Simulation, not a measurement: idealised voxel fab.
Process module heading - voxel wiring stack
Cross-sectional view cut (width: 290 nm; square cell size: 5 nm).
Bands, listed from the top down, are how a cross-section gets written in this document; the cross-section itself is a grid of square cells, and a band is one or more rows of them.
Top, bottom (nm), then materials left to right with widths (nm); lone material tagged "full width" fills the whole band edge to edge; "empty" = empty space.
Ref level 0: as-received wafer is one material below here. Bottom band extends down with no lower bound ("0 -> down").
The expression "30..40" gives the width at the extremes of the band, the first number at its top row of cells and the second at its bottom row, with the width changing by equal amounts from each row to the next in between.
"identical to before" (step): cross-section cells unchanged, all of them.
Empty spaces without an open route to the top, at least 8 cells in extent, make up the entry "Enclosed internal voids"; each is given as width x height at distance, where the distance is measured from the left edge, and all are in nm.
On each step's line, the part that comes after the settings is the simulator's own comment on the step.
For masked steps, "overlay nm" on the step line gives how far right of plan the mask actually lay; a minus sign means it lay to the left.
# The process steps that were planned are listed below
1,op RECEIVE | material Si
2,op CONFORMAL_DEP | material SiO2 | thk nm 15
3,op DIRECTIONAL_DEP | material TiN | thk nm 5
4,op DIRECTIONAL_DEP | material W | thk nm 20
5,op DIRECTIONAL_DEP | material aC | thk nm 10
6,op PATTERN | tone cover | mask id METAL_1 | material resist | width nm 30 | pitch nm 60 | thk nm 25 | overlay nm 0
7,op DIRECTIONAL_ETCH | etch materials aC | depth nm 10
8,op STRIP | etch materials resist
9,op DIRECTIONAL_ETCH | etch materials W | depth nm 20
10,op DIRECTIONAL_ETCH | etch materials TiN | depth nm 5
11,op STRIP | etch materials aC
12,op FILL_DEP | material SiO2 | thk nm 5
13,op CMP | height nm 40
14,op CONFORMAL_DEP | material SiCN | thk nm 5
15,op DIRECTIONAL_DEP | material lowk | thk nm 30
16,op PATTERN | tone open | mask id METAL_2_HOLES | material resist | width nm 15 | pitch nm 120 | thk nm 15 | overlay nm 0
17,op DIRECTIONAL_ETCH | etch materials lowk | depth nm 30
18,op STRIP | etch materials resist
19,op PATTERN | tone open | mask id METAL_2 | material resist | width nm 30 | pitch nm 60 | thk nm 20 | overlay nm 0
20,op DIRECTIONAL_ETCH | etch materials lowk | depth nm 20
21,op DIRECTIONAL_ETCH | etch materials SiCN | depth nm 5
22,op STRIP | etch materials resist
23,op CONFORMAL_DEP | material TiN | thk nm 5
24,op FILL_DEP | material Cu | thk nm 10
25,op CMP | height nm 75
26,op CONFORMAL_DEP | material SiCN | thk nm 5
27,op DIRECTIONAL_DEP | material SiO2 | thk nm 15
28,op PATTERN | tone open | mask id PLUG_2 | material resist | width nm 15 | pitch nm 60 | thk nm 15 | overlay nm 0
29,op DIRECTIONAL_ETCH | etch materials SiO2 | depth nm 15
30,op DIRECTIONAL_ETCH | etch materials SiCN | depth nm 5
31,op STRIP | etch materials resist
32,op EPI | material Ru | thk nm 10
33,op EPI | material Ru | thk nm 10
34,op DIRECTIONAL_DEP | material TiN | thk nm 5
35,op DIRECTIONAL_DEP | material W | thk nm 20
36,op DIRECTIONAL_DEP | material aC | thk nm 10
37,op PATTERN | tone cover | mask id METAL_3 | material resist | width nm 30 | pitch nm 60 | thk nm 25 | overlay nm 0
38,op DIRECTIONAL_ETCH | etch materials aC | depth nm 10
39,op STRIP | etch materials resist
40,op DIRECTIONAL_ETCH | etch materials W | depth nm 20
41,op DIRECTIONAL_ETCH | etch materials TiN | depth nm 5
42,op STRIP | etch materials aC
43,op FILL_DEP | material lowk | thk nm 5
44,op CMP | height nm 120
45,op CONFORMAL_DEP | material SiCN | thk nm 5
# Incoming wafer in cross-section (state: after step 1)
- 0 -> down: Si full width
- Enclosed internal voids: none
# Wafer cross-section at module end: first of two, run to plan
- 125 -> 120: SiCN full width
- 120 -> 100: 70 lowk  30 W  30 lowk  30 W  30 lowk  30 W  70 lowk
- 100 -> 95: 70 lowk  30 TiN  30 lowk  30 TiN  30 lowk  30 TiN  70 lowk
- 95 -> 80: 70 SiO2  15 Ru  45 SiO2  15 Ru  45 SiO2  15 Ru  85 SiO2
- 80 -> 75: 70 SiCN  15 Ru  45 SiCN  15 Ru  45 SiCN  15 Ru  85 SiCN
- 75 -> 60: 70 lowk  5 TiN  20 Cu  5 TiN  30 lowk  5 TiN  20 Cu  5 TiN  30 lowk  5 TiN  20 Cu  5 TiN  70 lowk
- 60 -> 55: 70 lowk  5 TiN  5 Cu  20 TiN  30 lowk  30 TiN  30 lowk  5 TiN  5 Cu  20 TiN  70 lowk
- 55 -> 45: 70 lowk  5 TiN  5 Cu  5 TiN  105 lowk  5 TiN  5 Cu  5 TiN  85 lowk
- 45 -> 40: 70 SiCN  15 TiN  105 SiCN  15 TiN  85 SiCN
- 40 -> 20: 70 SiO2  30 W  30 SiO2  30 W  30 SiO2  30 W  70 SiO2
- 20 -> 15: 70 SiO2  30 TiN  30 SiO2  30 TiN  30 SiO2  30 TiN  70 SiO2
- 15 -> 0: SiO2 full width
- 0 -> down: Si full width
- Enclosed internal voids: none
# Wafer two, end of module, cross-section. Same start, same plan as wafer one. One mistake in the run
- 125 -> 120: SiCN full width
- 120 -> 100: 70 lowk  30 W  30 lowk  30 W  30 lowk  30 W  70 lowk
- 100 -> 95: 70 lowk  30 TiN  30 lowk  30 TiN  30 lowk  30 TiN  70 lowk
- 95 -> 80: 70 SiO2  15 Ru  45 SiO2  15 Ru  45 SiO2  15 Ru  85 SiO2
- 80 -> 75: 70 SiCN  15 Ru  45 SiCN  15 Ru  45 SiCN  15 Ru  85 SiCN
- 75 -> 60: 70 lowk  5 TiN  15 Cu  5 TiN  40 lowk  5 TiN  10 Cu  5 TiN  35 lowk  5 TiN  15 Cu  5 TiN  75 lowk
- 60 -> 55: 70 lowk  5 TiN  5 Cu  15 TiN  40 lowk  20 TiN  35 lowk  5 TiN  5 Cu  15 TiN  75 lowk
- 55 -> 50: 70 lowk  5 TiN  5 Cu  5 TiN  105 lowk  5 TiN  5 Cu  5 TiN  85 lowk
- 50 -> 45: 70 lowk  15 TiN  105 lowk  15 TiN  85 lowk
- 45 -> 40: 75 SiCN  10 TiN  110 SiCN  10 TiN  85 SiCN
- 40 -> 20: 70 SiO2  30 W  30 SiO2  30 W  30 SiO2  30 W  70 SiO2
- 20 -> 15: 70 SiO2  30 TiN  30 SiO2  30 TiN  30 SiO2  30 TiN  70 SiO2
- 15 -> 0: SiO2 full width
- 0 -> down: Si full width
- Enclosed internal voids: none
Against the plan, the run slipped here: step 19 did not use the planned setting and instead ran as op PATTERN | tone open | mask id METAL_2 | material resist | width nm 20 | pitch nm 60 | thk nm 20 | overlay nm 0
Upon completion, the second wafer contains, in terms of cells, a greater or smaller amount of certain materials than the first wafer: -14 Cu; +2 SiCN; -4 TiN; +16 lowk
